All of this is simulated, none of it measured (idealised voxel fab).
Module name: voxel wiring stack (process module)
Xsec cut, 270 nm wide, square cell size 5 nm.
Notation: cross-section as square-cell grid; stated in bands, top first, going down; one or more cell rows per band. Each band's line starts with the height of the band's top and of its bottom, in nm. Then come its materials from left to right, each with its width in nm. One material with "everywhere" fills the band from edge to edge. "blank" is empty space. Basically, 0 is our baseline, since under it the wafer straight out of the box is all one material. The bottom band has no lower end and keeps on going down, so it looks like "0 nm and below". When a width is written as two numbers, as in "30->40", the first number is the width in the top row of cells of the band and the second is the width in its bottom row, and the width changes by the same amount from each row to the next. "changes: none" for a step: no cell of the cross-section changed in that step. Closed-off voids of 8+ cells (no open route to the top) go in "Voids, enclosed", written width x height at distance from the left edge, in nm. after a step's settings: what the simulator itself notes on the step. The optional step-line setting "overlay nm" applies to steps with a mask and quantifies how far to the right of its planned location the mask lay, a negative value indicating leftward placement.
[The planned process steps are enumerated hereunder]
1,RECEIVE,material Si
2,CONFORMAL_DEP,material SiO2,thk nm 10
3,CONFORMAL_DEP,material SiCN,thk nm 5
4,DIRECTIONAL_DEP,material SiO2,thk nm 20
5,MASKED_ETCH,tone open,mask id METAL_1,width nm 20,pitch nm 45,etch materials SiO2,depth nm 20,overlay nm 0
6,MASKED_ETCH,tone open,mask id METAL_1,width nm 20,pitch nm 45,etch materials SiCN,depth nm 5,overlay nm 0
7,CONFORMAL_DEP,material TiN,thk nm 5
8,FILL_DEP,material Cu,thk nm 10
9,CMP,height nm 35
10,CONFORMAL_DEP,material SiCN,thk nm 5
11,DIRECTIONAL_DEP,material SiO2,thk nm 30
12,PATTERN,tone open,mask id METAL_2_HOLES,material resist,width nm 15,pitch nm 90,thk nm 15,overlay nm 0
13,DIRECTIONAL_ETCH,etch materials SiO2,depth nm 30
14,STRIP,etch materials resist
15,DIRECTIONAL_DEP,material aC,thk nm 10
16,PATTERN,tone open,mask id METAL_2,material resist,width nm 20,pitch nm 45,thk nm 25,overlay nm 0
17,DIRECTIONAL_ETCH,etch materials aC,depth nm 10
18,STRIP,etch materials resist
19,DIRECTIONAL_ETCH,etch materials SiO2,depth nm 20
20,DIRECTIONAL_ETCH,etch materials SiCN,depth nm 5
21,STRIP,etch materials aC
22,CONFORMAL_DEP,material TiN,thk nm 5
23,FILL_DEP,material Cu,thk nm 5
24,CMP,height nm 70
25,CONFORMAL_DEP,material SiCN,thk nm 5
26,DIRECTIONAL_DEP,material SiO2,thk nm 35
27,PATTERN,tone open,mask id METAL_3_HOLES,material resist,width nm 15,pitch nm 45,thk nm 15,overlay nm 0
28,DIRECTIONAL_ETCH,etch materials SiO2,depth nm 35
29,STRIP,etch materials resist
30,PATTERN,tone open,mask id METAL_3,material resist,width nm 20,pitch nm 45,thk nm 15,overlay nm 0
31,DIRECTIONAL_ETCH,etch materials SiO2,depth nm 20
32,DIRECTIONAL_ETCH,etch materials SiCN,depth nm 5
33,STRIP,etch materials resist
34,CONFORMAL_DEP,material TiN,thk nm 5
35,FILL_DEP,material Cu,thk nm 5
36,CMP,height nm 110
37,CONFORMAL_DEP,material SiCN,thk nm 5
38,DIRECTIONAL_DEP,material SiO2,thk nm 20
39,DIRECTIONAL_DEP,material aC,thk nm 15
40,PATTERN,tone open,mask id PLUG_3,material resist,width nm 15,pitch nm 90,thk nm 35,overlay nm 0
41,DIRECTIONAL_ETCH,etch materials aC,depth nm 15
42,STRIP,etch materials resist
43,DIRECTIONAL_ETCH,etch materials SiO2,depth nm 20
44,DIRECTIONAL_ETCH,etch materials SiCN,depth nm 5
45,STRIP,etch materials aC
46,CONFORMAL_DEP,material TiN,thk nm 5
47,FILL_DEP,material Cu,thk nm 5
48,CMP,height nm 135
49,DIRECTIONAL_DEP,material TiN,thk nm 5
50,DIRECTIONAL_DEP,material Ru,thk nm 25
51,PATTERN,tone cover,mask id METAL_4,material resist,width nm 20,pitch nm 45,thk nm 20,overlay nm 0
52,DIRECTIONAL_ETCH,etch materials Ru,depth nm 25
53,DIRECTIONAL_ETCH,etch materials TiN,depth nm 5
54,STRIP,etch materials resist
55,FILL_DEP,material SiO2,thk nm 5
56,CMP,height nm 165
57,CONFORMAL_DEP,material SiCN,thk nm 5
Where the wafers of this document differ is in the thk nm of step 46; they start out the same, and the plan states the value that applied to the first wafer.
[Incoming state of the first of several wafers in cross-section: after step 1]
> 0 nm and below: Si everywhere
> Voids, enclosed: none
[The rows of the table below are wafers. Looking at the end of the module, a row counts, for every material, the cells the wafer has gained, shown as (+), or lost, shown as (-), since it was received; its closed voids come next]
thk nm 5, +110 Cu, +80 Ru, +230 SiCN, +1206 SiO2, +210 TiN, Voids, enclosed: none
thk nm 10, +102 Cu, +80 Ru, +230 SiCN, +1206 SiO2, +218 TiN, Voids, enclosed: none
thk nm 15, +102 Cu, +80 Ru, +230 SiCN, +1206 SiO2, +218 TiN, Voids, enclosed: none
thk nm 20, +102 Cu, +80 Ru, +230 SiCN, +1206 SiO2, +218 TiN, Voids, enclosed: none
